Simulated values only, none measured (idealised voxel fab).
Title: Process Module voxel ribs on slabs
Square cell edge 5 nm, section width 195 nm, ID cut.
Reading order for cross-sections: top band down to bottom band. Underlying form: a grid of square cells. Band size: one or more rows of cells. Top, bottom (nm), then materials left to right with widths (nm); lone material tagged "full width" fills the whole band edge to edge; "empty" = empty space. Height datum 0, below which the as-received substrate wafer is one material. Lowest band open at the bottom, running downward: "from 0 down". Per-row width for "30..40": begins at first number (top row of band), ends at second number (bottom row), increment between rows held constant. Reading "no alterations made" for a step: not a cell of the cross-section changed in it. The label "Encapsulated voids" introduces a list of the empty spaces, 8 cells or larger, that have no open way up to the top; each entry in it reads width x height at distance, where the distance is taken from the left edge and all three are stated in nm. Past the settings on a step's line: simulator remark, on that step. A step's line can hold "overlay nm"; with a mask on that step, the setting says how far right of the planned place the mask lay, while a negative setting says it lay to the left.
PLANNED PROCESS STEPS
1,RECEIVE [material Si]
2,DIRECTIONAL_DEP [material SiO2] [thk nm 25]
3,DIRECTIONAL_DEP [material SiN] [thk nm 15]
4,MASKED_ETCH [tone cover] [mask id RIB] [width nm 25] [etch materials SiN] [depth nm 10] [overlay nm 0]
5,DIRECTIONAL_DEP [material aC] [thk nm 15]
6,PATTERN [tone cover] [mask id SLAB] [material resist] [width nm 85] [thk nm 35] [overlay nm 0]
7,DIRECTIONAL_ETCH [etch materials aC] [depth nm 15]
8,STRIP [etch materials resist]
9,DIRECTIONAL_ETCH [etch materials SiN] [depth nm 5]
10,STRIP [etch materials aC]
11,FILL_DEP [material SiO2] [thk nm 20]
12,CMP [height nm 55]
13,DIRECTIONAL_DEP [material TiN] [thk nm 10]
14,MASKED_ETCH [tone cover] [mask id HEATER] [width nm 35] [etch materials TiN] [depth nm 10] [overlay nm 0]
15,CONFORMAL_DEP [material SiN] [thk nm 5]
WAFER CROSS-SECTION ON RECEIPT, I.E. AFTER STEP 1
from 0 down: Si full width
Encapsulated voids: none
RESULT OF THE MODULE, CROSS-SECTIONED: START PER ABOVE, PLAN PER ABOVE, ONE ERROR IN HOW IT WAS RUN
from 70 to 65: empty 75 nm, then SiN 45 nm, then empty 75 nm
from 65 to 60: empty 75 nm, then SiN 5 nm, then TiN 35 nm, then SiN 5 nm, then empty 75 nm
from 60 to 55: SiN 80 nm, then TiN 35 nm, then SiN 80 nm
from 55 to 40: SiO2 full width
from 40 to 30: SiO2 95 nm, then SiN 25 nm, then SiO2 75 nm
from 30 to 25: SiO2 55 nm, then SiN 85 nm, then SiO2 55 nm
from 25 to 0: SiO2 full width
from 0 down: Si full width
Encapsulated voids: none
Error vs. plan: contrary to plan, step 4 was performed as MASKED_ETCH [tone cover] [mask id RIB] [width nm 25] [etch materials SiN] [depth nm 10] [overlay nm 10]
